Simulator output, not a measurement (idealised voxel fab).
Name of the process module below: voxel ribs on slabs
Pictured: cross-section cut, 270 nm wide, on a grid of 5 nm square cells.
When this document writes out a cross-section, it uses a grid of square cells and lists it as bands, beginning at the top and moving down, with a band standing for one or more rows of cells. Read a band's entry like this: the first values are the height of its top and the height of its bottom in nm, and what follows is the sequence of materials from left to right, each with its width in nm. Note that "empty" is empty space, and that a single material marked "edge to edge" reaches across the band from edge to edge. Below 0: as-received wafer, all one material; heights counted from there. Lowest band: no bottom, goes on down, written "0 down". Think of "30 to 40" as a width that walks from the first number to the second as you go down the band, top row to bottom row, taking equal-sized steps from row to row. Any step labelled "nothing different" changed none of the cells in the cross-section. Entry "Sealed void listing" = empty spaces >= 8 cells with no open way to the top; each as width x height at distance, distance from left edge, all nm. What comes after the settings on a step's line is commentary from the simulator itself on that step. The "overlay nm" setting may appear on a step's line; for a step that uses a mask, it gives how far to the right of its planned position the mask lay, and a negative value indicates the left.

Process steps (planned)
1: RECEIVE: material Si
2: DIRECTIONAL_DEP: material SiO2, thk nm 30
3: DIRECTIONAL_DEP: material SiN, thk nm 20
4: MASKED_ETCH: tone cover, mask id RIB, width nm 20, etch materials SiN, depth nm 15, overlay nm 0
5: MASKED_ETCH: tone cover, mask id SLAB, width nm 50, etch materials SiN, depth nm 5, overlay nm 0
6: FILL_DEP: material SiO2, thk nm 20
7: CMP: height nm 65
8: DIRECTIONAL_DEP: material TiN, thk nm 5
9: DIRECTIONAL_DEP: material aC, thk nm 15
10: PATTERN: tone cover, mask id HEATER, material resist, width nm 30, thk nm 35, overlay nm 0
11: DIRECTIONAL_ETCH: etch materials aC, depth nm 15
12: STRIP: etch materials resist
13: DIRECTIONAL_ETCH: etch materials TiN, depth nm 5
14: STRIP: etch materials aC
15: CONFORMAL_DEP: material SiO2, thk nm 5

Cross-section of the incoming wafer, state after step 1
- 0 down  Si edge to edge
- Sealed void listing: none

Here's the cross-section of the first of our two wafers at the end of the module - it ran as planned
- 75 to 70  115 empty | 40 SiO2 | 115 empty
- 70 to 65  120 SiO2 | 30 TiN | 120 SiO2
- 65 to 50  SiO2 edge to edge
- 50 to 35  125 SiO2 | 20 SiN | 125 SiO2
- 35 to 30  110 SiO2 | 50 SiN | 110 SiO2
- 30 to 0  SiO2 edge to edge
- 0 down  Si edge to edge
- Sealed void listing: none

Second wafer through the module, sectioned at the end: same beginning and same plan as the first wafer, with one mistake in carrying it out
- 75 to 70  115 empty | 40 SiO2 | 115 empty
- 70 to 65  120 SiO2 | 30 TiN | 120 SiO2
- 65 to 20  SiO2 edge to edge
- 20 to 0  SiN edge to edge
- 0 down  Si edge to edge
- Sealed void listing: none
What went wrong in running the wafer? steps 2 and 3 run out of order (swapped)
Wafer comparison, final, in cells, second relative to first, materials more or fewer: SiN +194, SiO2 -194
